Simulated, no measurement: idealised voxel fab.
This is a process module. Its name is voxel fin reveal.
It is cross-section cut that appears here, measuring 180 nm in width, its square cells being 5 nm in size.
A cross-section in this document is a grid of square cells, and it is written down as bands, the top band listed before the ones below it; a band is made up of one or more rows of cells. First you get the band's top height and its bottom height, in nm, and then the materials it's made of, left to right, with each width in nm. If you see a single material with "edge to edge", that one covers the band edge to edge. "empty" is empty space. Convention: height 0 is the level below which the wafer, as received, is all one material. The lowest band does not terminate at the bottom but continues downward, represented as "from 0 down". So if you see something like "30 to 40" for the width, read it as the top row of the band sitting at the first number and the bottom row at the second, with every row in between moving by the same amount as the last. Reading "no change" for a step: not a cell of the cross-section changed in it. In "Closed cavities" the enclosed voids are listed, meaning empty spaces of 8 cells or larger without any opening to the top. The form is width x height at distance, distance from the left edge, units nm. What comes after the settings on a step's line is commentary from the simulator itself on that step. overlay nm: mask right of planned place by this much (step with mask). Neg. = left.
The planned process steps are enumerated hereunder
| 1 | RECEIVE [material Si] |
| 2 | CONFORMAL_DEP [material SiN] [thk nm 10] |
| 3 | MASKED_ETCH [tone cover] [mask id FINS] [width nm 15] [pitch nm 35] [etch materials SiN] [depth nm 10] [overlay nm 0] |
| 4 | MASKED_ETCH [tone cover] [mask id FINS] [width nm 15] [pitch nm 35] [etch materials Si] [depth nm 40] [overlay nm 0] |
| 5 | OXIDIZE [depth nm 5] |
| 6 | FILL_DEP [material SiO2] [thk nm 15] |
| 7 | CMP [height nm 10] |
| 8 | SELECTIVE_ETCH [etch materials SiO2] [depth nm 35] |
| 9 | STRIP [etch materials SiN] |
Cross-section of the incoming wafer, state after step 1
    from 0 down: Si edge to edge
    Closed cavities: none
One mistake in running the module, otherwise start and plan as above: cross-section at the end
    from 0 to -5: 80 nm empty  5 nm Si  30 nm empty  5 nm Si  60 nm empty
    from -5 to -25: 70 nm empty  15 nm Si  20 nm empty  15 nm Si  60 nm empty
    from -25 to -45: 70 nm SiO2  15 nm Si  20 nm SiO2  15 nm Si  60 nm SiO2
    from -45 down: Si edge to edge
    Closed cavities: none
Nonconformance to the process plan: so step 3 ended up running with a different setting than we planned, it ran as MASKED_ETCH [tone cover] [mask id FINS] [width nm 15] [pitch nm 35] [etch materials SiN] [depth nm 10] [overlay nm 10]
